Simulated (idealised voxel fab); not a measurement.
The following process module bears the name voxel transistor to metal.
The width of the displayed cross-section, cut, is 165 nm; its cells are square, with a size of 5 nm.
Just so we're on the same page, the cross-sections are grids of square cells, and they're listed out in bands top to bottom, each band one or more rows deep.
Within each band entry, the heights of the top and of the bottom of the band appear first, in that order and in nm; the materials of the band then follow from left to right, each with its corresponding width in nm. The designation "edge to edge" on a single material indicates that it fills the band from edge to edge; the designation "air" indicates empty space.
A quick word on heights: they are counted from 0, and under that level the wafer as it came to us is one material throughout. The lowest band is different from the rest in having no bottom; it simply continues downward, written as in "0 down".
The width entry "30..40" should be interpreted row by row: the top row of cells in the band takes the first number, the bottom row takes the second number, and the change between adjacent rows is uniform throughout.
Given "nothing got changed" for a step, no cell of the cross-section differs between before and after that step.
Under "Enclosed internal cavities" you'll find the enclosed gaps, the ones with no way out to the top, that are 8 cells or bigger; each reads width x height at distance, with distance counted from the left edge, everything in nm.
Read whatever lies past the settings on a step's line as the simulator's own remark about the step.
overlay nm: how far to the right of its planned place the mask lay on this masked step (negative: to the left).

The planned process steps are enumerated hereunder
step 1: RECEIVE with material Si
step 2: CONFORMAL_DEP with material SiO2, thk nm 5
step 3: CONFORMAL_DEP with material SiN, thk nm 10
step 4: PATTERN with tone cover, mask id ACTIVE, material resist, width nm 105, thk nm 15, overlay nm 0
step 5: DIRECTIONAL_ETCH with etch materials SiN, depth nm 10
step 6: DIRECTIONAL_ETCH with etch materials SiO2, depth nm 5
step 7: DIRECTIONAL_ETCH with etch materials Si, depth nm 20
step 8: STRIP with etch materials resist
step 9: FILL_DEP with material SiO2, thk nm 10
step 10: CMP with height nm 15
step 11: SELECTIVE_ETCH with etch materials SiO2, depth nm 5
step 12: STRIP with etch materials SiN
step 13: SELECTIVE_ETCH with etch materials SiO2, depth nm 5
step 14: OXIDIZE with depth nm 5
step 15: DIRECTIONAL_DEP with material polySi, thk nm 25
step 16: DIRECTIONAL_DEP with material SiCN, thk nm 10
step 17: DIRECTIONAL_DEP with material aC, thk nm 15
step 18: PATTERN with tone cover, mask id GATE, material resist, width nm 15, thk nm 30, overlay nm 0
step 19: DIRECTIONAL_ETCH with etch materials aC, depth nm 15
step 20: STRIP with etch materials resist
step 21: DIRECTIONAL_ETCH with etch materials SiCN, depth nm 20
step 22: DIRECTIONAL_ETCH with etch materials polySi, depth nm 35
step 23: STRIP with etch materials aC
step 24: CONFORMAL_DEP with material SiO2, thk nm 5
step 25: DIRECTIONAL_ETCH with etch materials SiO2, depth nm 5
step 26: CONFORMAL_DEP with material SiN, thk nm 5
step 27: DIRECTIONAL_ETCH with etch materials SiN, depth nm 5
step 28: DIRECTIONAL_ETCH with etch materials SiO2, depth nm 5
step 29: EPI with material SiGe, thk nm 5
step 30: FILL_DEP with material SiO2, thk nm 10
step 31: CMP with height nm 35
step 32: DIRECTIONAL_DEP with material SiO2, thk nm 10
step 33: PATTERN with tone open, mask id CONTACT, material resist, width nm 20, pitch nm 65, thk nm 20, overlay nm 0
step 34: DIRECTIONAL_ETCH with etch materials SiO2, depth nm 45
step 35: STRIP with etch materials resist
step 36: CONFORMAL_DEP with material TiN, thk nm 5
step 37: FILL_DEP with material Ru, thk nm 5
step 38: CMP with height nm 45
step 39: DIRECTIONAL_DEP with material TiN, thk nm 5
step 40: DIRECTIONAL_DEP with material W, thk nm 20
step 41: MASKED_ETCH with tone cover, mask id METAL_1, width nm 20, pitch nm 65, etch materials W, depth nm 20, overlay nm 0
step 42: MASKED_ETCH with tone cover, mask id METAL_1, width nm 20, pitch nm 65, etch materials TiN, depth nm 5, overlay nm 0
step 43: CONFORMAL_DEP with material SiCN, thk nm 5
step 44: FILL_DEP with material lowk, thk nm 10
step 45: CMP with height nm 70
step 46: CONFORMAL_DEP with material SiN, thk nm 5

Shown in cross-section is the wafer as received, that is, as it stands after step 1
> 0 down: Si edge to edge
> Enclosed internal cavities: none

Run as planned - first of the two wafers cross-sectioned at the end of the module
> 75 to 70: SiN edge to edge
> 70 to 50: lowk: 35, SiCN: 5, W: 20, SiCN: 5, lowk: 35, SiCN: 5, W: 20, SiCN: 5, lowk: 35
> 50 to 45: SiCN: 40, TiN: 20, SiCN: 45, TiN: 20, SiCN: 40
> 45 to 35: SiO2: 40, TiN: 5, Ru: 10, TiN: 5, SiO2: 45, TiN: 5, Ru: 10, TiN: 5, SiO2: 40
> 35 to 25: SiO2: 40, TiN: 5, Ru: 10, TiN: 5, SiO2: 5, SiN: 5, SiO2: 5, SiCN: 15, SiO2: 5, SiN: 5, SiO2: 5, TiN: 5, Ru: 10, TiN: 5, SiO2: 40
> 25 to 5: SiO2: 40, TiN: 5, Ru: 10, TiN: 5, SiO2: 5, SiN: 5, SiO2: 5, polySi: 15, SiO2: 5, SiN: 5, SiO2: 5, TiN: 5, Ru: 10, TiN: 5, SiO2: 40
> 5 to 0: SiO2: 30, SiN: 5, SiO2: 5, TiN: 20, SiO2: 5, SiN: 5, SiO2: 5, polySi: 15, SiO2: 5, SiN: 5, SiO2: 5, TiN: 20, SiO2: 5, SiN: 5, SiO2: 30
> 0 to -5: SiO2: 35, SiGe: 30, SiO2: 35, SiGe: 30, SiO2: 35
> -5 to -20: SiO2: 30, Si: 105, SiO2: 30
> -20 down: Si edge to edge
> Enclosed internal cavities: none

End-of-module cross-section of the second wafer: identical starting point and process plan to the first, with one processing mistake
> 75 to 70: SiN edge to edge
> 70 to 50: lowk: 35, SiCN: 5, W: 20, SiCN: 5, lowk: 35, SiCN: 5, W: 20, SiCN: 5, lowk: 35
> 50 to 45: SiCN: 40, TiN: 20, SiCN: 45, TiN: 20, SiCN: 40
> 45 to 35: SiO2: 40, TiN: 5, Ru: 10, TiN: 5, SiO2: 45, TiN: 5, Ru: 10, TiN: 5, SiO2: 40
> 35 to 25: SiO2: 40, TiN: 5, Ru: 10, TiN: 5, SiO2: 10, SiN: 5, SiCN: 15, SiN: 5, SiO2: 10, TiN: 5, Ru: 10, TiN: 5, SiO2: 40
> 25 to 5: SiO2: 40, TiN: 5, Ru: 10, TiN: 5, SiO2: 10, SiN: 5, polySi: 15, SiN: 5, SiO2: 10, TiN: 5, Ru: 10, TiN: 5, SiO2: 40
> 5 to 0: SiO2: 40, TiN: 20, SiO2: 10, SiN: 5, polySi: 15, SiN: 5, SiO2: 10, TiN: 20, SiO2: 40
> 0 to -5: SiO2: 25, SiN: 5, SiGe: 40, SiN: 5, SiO2: 15, SiN: 5, SiGe: 40, SiN: 5, SiO2: 25
> -5 to -20: SiO2: 30, Si: 105, SiO2: 30
> -20 down: Si edge to edge
> Enclosed internal cavities: none
Against the plan, the run slipped here: not run: step 24 of the plan (skipped)
In the final state, the cell counts of the second wafer exceed or fall short of those of the first for the following materials: 4 more of SiGe; 2 more of SiN; 6 fewer of SiO2
